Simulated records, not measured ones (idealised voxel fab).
Proc. module: voxel self aligned contacts
The cross-section shown here is cut; it is 180 nm wide and divided into square cells measuring 5 nm on a side.
Think of the cross-section as a grid of square cells. We describe it in bands, top to bottom, and each band covers one or more rows of those cells. Top, bottom (nm), then materials left to right with widths (nm); lone material tagged "full width" fills the whole band edge to edge; "empty" = empty space. Heads up on the height convention: 0 is the point under which the incoming wafer is all one material, and the lowest band has no bottom, it just keeps going down, like "z 0 and below". It should be noted that a width expressed as "30..40" varies in equal increments from row to row of cells within the band, taking the value of the first number at the top row and that of the second number at the bottom row. Key: "left unchanged" - step with no changed cell in the cross-section. Voids not open to the top, 8 cells minimum: see "Enclosed voids". Written width x height at distance; distance is from the left edge; nm. Step line, after settings: the simulator's comment on this step. overlay nm: right-of-plan distance of the mask on a masked step; negative values mean left-of-plan.
Below is the list of planned process steps:
1,RECEIVE (material Si)
2,OXIDIZE (depth nm 5)
3,DIRECTIONAL_DEP (material polySi; thk nm 30)
4,DIRECTIONAL_DEP (material SiN; thk nm 20)
5,MASKED_ETCH (tone cover; mask id GATE; width nm 25; pitch nm 55; etch materials SiN; depth nm 20; overlay nm 0)
6,MASKED_ETCH (tone cover; mask id GATE; width nm 25; pitch nm 55; etch materials polySi; depth nm 30; overlay nm 0)
7,CONFORMAL_DEP (material SiN; thk nm 5)
8,DIRECTIONAL_ETCH (etch materials SiN; depth nm 5)
9,FILL_DEP (material SiO2; thk nm 20)
10,CMP (height nm 60)
11,MASKED_ETCH (tone open; mask id CONTACT; width nm 40; pitch nm 55; etch materials SiO2; depth nm 65; overlay nm 0)
12,CONFORMAL_DEP (material TiN; thk nm 5)
13,FILL_DEP (material Ru; thk nm 5)
14,CMP (height nm 60)
15,CONFORMAL_DEP (material SiCN; thk nm 5)
Cross-section of the wafer at receipt, which is the condition after step 1:
* z 0 and below = Si full width
* Enclosed voids: none
Run as planned - first of the two wafers cross-sectioned at the end of the module:
* z 65 to 60 = SiCN full width
* z 60 to 50 = SiO2=40 | TiN=5..15 | Ru=30..10 | TiN=5..15 | SiO2=15 | TiN=5..15 | Ru=30..10 | TiN=5..15 | SiO2=45
* z 50 to 30 = SiO2=15 | SiN=35 | TiN=5 | Ru=10 | TiN=5 | SiN=35 | TiN=5 | Ru=10 | TiN=5 | SiN=35 | SiO2=20
* z 30 to 0 = SiO2=15 | SiN=5 | polySi=25 | SiN=5 | TiN=5 | Ru=10 | TiN=5 | SiN=5 | polySi=25 | SiN=5 | TiN=5 | Ru=10 | TiN=5 | SiN=5 | polySi=25 | SiN=5 | SiO2=20
* z 0 to -5 = SiO2=50 | TiN=20 | SiO2=35 | TiN=20 | SiO2=55
* z -5 and below = Si full width
* Enclosed voids: none
Cross-section of the latter of the two wafers at module completion. It had an identical start and an identical plan to the former; in running it, one mistake was made:
* z 65 to 60 = SiCN full width
* z 60 to 50 = SiO2=45 | TiN=5..10 | Ru=25..10 | TiN=5..15 | SiO2=20 | TiN=5..10 | Ru=25..10 | TiN=5..15 | SiO2=45
* z 50 to 30 = SiO2=15 | SiN=35 | TiN=5 | Ru=10 | TiN=5 | SiN=35 | TiN=5 | Ru=10 | TiN=5 | SiN=35 | SiO2=20
* z 30 to 0 = SiO2=15 | SiN=5 | polySi=25 | SiN=5 | TiN=5 | Ru=10 | TiN=5 | SiN=5 | polySi=25 | SiN=5 | TiN=5 | Ru=10 | TiN=5 | SiN=5 | polySi=25 | SiN=5 | SiO2=20
* z 0 to -5 = SiO2=50 | TiN=20 | SiO2=35 | TiN=20 | SiO2=55
* z -5 and below = Si full width
* Enclosed voids: none
Heads up, the wafer didn't run the way we planned it: in deviation from the planned setting, step 11 was conducted as MASKED_ETCH (tone open; mask id CONTACT; width nm 35; pitch nm 55; etch materials SiO2; depth nm 65; overlay nm 0)
The second wafer ends with more or fewer cells of some materials than the first, per final count: 2 fewer of Ru | 4 more of SiO2 | 2 fewer of TiN
